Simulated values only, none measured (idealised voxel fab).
process module | voxel transistor to metal
cross-section cut | 300 nm wide | cells 5 nm
A cross-section is a grid of square cells, given in bands from the top down. A band is one or more rows of cells.
Each band's line starts with the height of the band's top and of its bottom, in nm. Then come its materials from left to right, each with its width in nm. One material with "throughout" fills the band from edge to edge. "air" is empty space.
Height 0 is the level under which the wafer as received is all one material. The lowest band goes on downwards, as in "0 down".
A width such as "30 to 40" changes by the same amount from each row of cells to the next, from the band's top row to its bottom row.
"no change" after a step means that no cell of the cross-section changed.
closed voids: empty space of 8 cells or more with no open way to the top, each as width x height at its distance from the left edge, in nm
after a step's settings: what the simulator itself notes on the step
overlay nm, on a step with a mask: how far to the right of its planned place the mask lay; to the left if negative
plan
1 op RECEIVE | material Si
2 op OXIDIZE | depth nm 5
3 op CONFORMAL_DEP | material SiN | thk nm 10
4 op MASKED_ETCH | tone cover | mask id ACTIVE | width nm 110 | pitch nm 130 | etch materials SiN | depth nm 10 | overlay nm 0
5 op MASKED_ETCH | tone cover | mask id ACTIVE | width nm 110 | pitch nm 130 | etch materials SiO2 | depth nm 5 | overlay nm 0
6 op MASKED_ETCH | tone cover | mask id ACTIVE | width nm 110 | pitch nm 130 | etch materials Si | depth nm 20 | overlay nm 0
7 op FILL_DEP | material SiO2 | thk nm 5
8 op CMP | height nm 10
9 op SELECTIVE_ETCH | etch materials SiO2 | depth nm 10
10 op STRIP | etch materials SiN
11 op SELECTIVE_ETCH | etch materials SiO2 | depth nm 5
12 op OXIDIZE | depth nm 5
13 op DIRECTIONAL_DEP | material polySi | thk nm 20
14 op DIRECTIONAL_DEP | material SiCN | thk nm 10
15 op DIRECTIONAL_DEP | material aC | thk nm 15
16 op PATTERN | tone cover | mask id GATE | material resist | width nm 30 | pitch nm 130 | thk nm 30 | overlay nm 0
17 op DIRECTIONAL_ETCH | etch materials aC | depth nm 15
18 op STRIP | etch materials resist
19 op DIRECTIONAL_ETCH | etch materials SiCN | depth nm 20
20 op DIRECTIONAL_ETCH | etch materials polySi | depth nm 30
21 op STRIP | etch materials aC
22 op CONFORMAL_DEP | material SiO2 | thk nm 5
23 op DIRECTIONAL_ETCH | etch materials SiO2 | depth nm 5
24 op CONFORMAL_DEP | material SiN | thk nm 5
25 op DIRECTIONAL_ETCH | etch materials SiN | depth nm 5
26 op DIRECTIONAL_ETCH | etch materials SiO2 | depth nm 5
27 op DIRECTIONAL_ETCH | etch materials Si | depth nm 15
28 op EPI | material SiGe | thk nm 15
29 op FILL_DEP | material SiO2 | thk nm 10
30 op CMP | height nm 15
31 op STRIP | etch materials polySi
32 op SELECTIVE_ETCH | etch materials SiO2 | depth nm 5
33 op CONFORMAL_DEP | material HfO2 | thk nm 5
34 op CONFORMAL_DEP | material TiN | thk nm 5
35 op FILL_DEP | material W | thk nm 10
36 op CMP | height nm 10
37 op DIRECTIONAL_DEP | material SiO2 | thk nm 10
38 op MASKED_ETCH | tone open | mask id CONTACT | width nm 15 | etch materials SiO2 | depth nm 30 | overlay nm 0
39 op CONFORMAL_DEP | material TiN | thk nm 5
40 op FILL_DEP | material W | thk nm 5
41 op CMP | height nm 20
42 op CONFORMAL_DEP | material SiCN | thk nm 5
43 op DIRECTIONAL_DEP | material SiO2 | thk nm 15
44 op DIRECTIONAL_DEP | material aC | thk nm 15
45 op PATTERN | tone open | mask id METAL_1 | material resist | width nm 15 | thk nm 35 | overlay nm 0
46 op DIRECTIONAL_ETCH | etch materials aC | depth nm 15
47 op STRIP | etch materials resist
48 op DIRECTIONAL_ETCH | etch materials SiO2 | depth nm 15
49 op DIRECTIONAL_ETCH | etch materials SiCN | depth nm 5
50 op STRIP | etch materials aC
51 op CONFORMAL_DEP | material TiN | thk nm 5
52 op FILL_DEP | material W | thk nm 10
53 op CMP | height nm 40
54 op CONFORMAL_DEP | material SiN | thk nm 5
as received, after step 1
  0 down: Si throughout
  closed voids: none
a wafer at the end: this start, this plan, one mistake
  45 to 40: SiN throughout
  40 to 25: SiO2 40 | TiN 5 | W 5 | TiN 5 | SiO2 60 | TiN 5 | W 5 | TiN 5 | SiO2 40 | TiN 5 | W 5 | TiN 5 | SiO2 60 | TiN 5 | W 5 | TiN 5 | SiO2 40
  25 to 20: SiCN 40 | TiN 15 | SiCN 60 | TiN 15 | SiCN 40 | TiN 15 | SiCN 60 | TiN 15 | SiCN 40
  20 to 15: SiO2 40 | TiN 5 | W 5 | TiN 5 | SiO2 60 | TiN 5 | W 5 | TiN 5 | SiO2 40 | TiN 5 | W 5 | TiN 5 | SiO2 60 | TiN 5 | W 5 | TiN 5 | SiO2 40
  15 to 10: SiO2 40 | TiN 15 | SiO2 60 | TiN 5 | W 5 | TiN 5 | SiO2 40 | TiN 15 | SiO2 60 | TiN 5 | W 5 | TiN 5 | SiO2 40
  10 to 5: SiO2 40 | TiN 10 | SiN 5 | HfO2 5 | TiN 5 | W 20 | TiN 5 | HfO2 5 | SiN 5 | SiO2 15 | TiN 5 | W 5 | TiN 5 | SiO2 40 | TiN 10 | SiN 5 | HfO2 5 | TiN 5 | W 20 | TiN 5 | HfO2 5 | SiN 5 | SiO2 15 | TiN 5 | W 5 | TiN 5 | SiO2 40
  5 to 0: SiO2 35 | SiGe 15 | SiN 5 | HfO2 5 | TiN 5 | W 20 | TiN 5 | HfO2 5 | SiN 5 | SiGe 15 | TiN 5 | W 5 | TiN 5 | SiO2 35 | SiGe 15 | SiN 5 | HfO2 5 | TiN 5 | W 20 | TiN 5 | HfO2 5 | SiN 5 | SiGe 15 | TiN 5 | W 5 | TiN 5 | SiO2 40
  0 to -5: SiO2 35 | SiGe 15 | SiN 5 | HfO2 5 | TiN 30 | HfO2 5 | SiN 5 | SiGe 15 | TiN 5 | W 5 | TiN 5 | SiO2 35 | SiGe 15 | SiN 5 | HfO2 5 | TiN 30 | HfO2 5 | SiN 5 | SiGe 15 | TiN 5 | W 5 | TiN 5 | SiO2 40
  -5 to -10: SiO2 35 | SiGe 15 | SiO2 5 | HfO2 40 | SiO2 5 | SiGe 15 | TiN 15 | SiO2 35 | SiGe 15 | SiO2 5 | HfO2 40 | SiO2 5 | SiGe 15 | TiN 15 | SiO2 40
  -10 to -25: SiO2 30 | SiGe 20 | Si 50 | SiGe 40 | SiO2 20 | SiGe 20 | Si 50 | SiGe 40 | SiO2 30
  -25 down: Si throughout
  closed voids: none
what went wrong: step 16 ran as: op PATTERN | tone cover | mask id GATE | material resist | width nm 30 | pitch nm 130 | thk nm 30 | overlay nm -10
